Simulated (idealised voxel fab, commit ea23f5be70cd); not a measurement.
Documented hereafter: the process module known as voxel double patterning.
This is section cut - it's 210 nm across, gridded in 5 nm square cells.
In what follows, cross-sections appear as grids of square cells, described through bands that run from the top down, where every band is one or more rows of cells. The entry gives the band's vertical extent as a top height and a bottom height in nm, then its horizontal make-up as materials from left to right, each with a width in nm. "air" stands for empty space; a single material marked "throughout" fills the band edge to edge. Note: height 0 marks the level under which the wafer is uniformly one material as received. Lowest band unbounded below, written "0 down". Note: "30..40" means the width goes from the first number (top row of the band) to the second number (bottom row) in equal steps per row of cells. Step marked "no modification"? Then no cell in the cross-section changed in it. This entry, "Sealed void listing", enumerates those empty regions of no fewer than 8 cells that possess no open connection to the top. Each region is reported in the form width x height at distance, the distance being taken from the left edge, with all three quantities expressed in nm. Where a step's line continues beyond its settings, the continuation is a remark by the simulator itself on that step. overlay nm: mask right of planned place by this much (step with mask). Neg. = left.
Intended process steps
- 1: RECEIVE: material Si
- 2: CONFORMAL_DEP: material SiO2, thk nm 5
- 3: DIRECTIONAL_DEP: material W, thk nm 20
- 4: DIRECTIONAL_DEP: material SiN, thk nm 10
- 5: DIRECTIONAL_DEP: material aC, thk nm 10
- 6: PATTERN: tone open, mask id FIRST, material resist, width nm 15, pitch nm 50, thk nm 30, overlay nm 0
- 7: DIRECTIONAL_ETCH: etch materials aC, depth nm 10
- 8: STRIP: etch materials resist
- 9: DIRECTIONAL_ETCH: etch materials SiN, depth nm 10
- 10: STRIP: etch materials aC
- 11: DIRECTIONAL_DEP: material aC, thk nm 15
- 12: PATTERN: tone open, mask id SECOND, material resist, width nm 15, thk nm 35, overlay nm 0
- 13: DIRECTIONAL_ETCH: etch materials aC, depth nm 15
- 14: STRIP: etch materials resist
- 15: DIRECTIONAL_ETCH: etch materials SiN, depth nm 10
- 16: STRIP: etch materials aC
- 17: DIRECTIONAL_ETCH: etch materials W, depth nm 20
- 18: STRIP: etch materials SiN
Incoming wafer, cross-sectional view, post step 1
  0 down: Si throughout
  Sealed void listing: none
Module complete, cross-section. Starting point and plan per above. One mistake made in running the module
  25 to 5: W=70, then air=15, then W=20, then air=30, then W=75
  5 to 0: SiO2 throughout
  0 down: Si throughout
  Sealed void listing: none
Heads up, the wafer didn't run the way we planned it: off-plan run, step 12, actual operation and settings PATTERN: tone open, mask id SECOND, material resist, width nm 15, thk nm 35, overlay nm 10
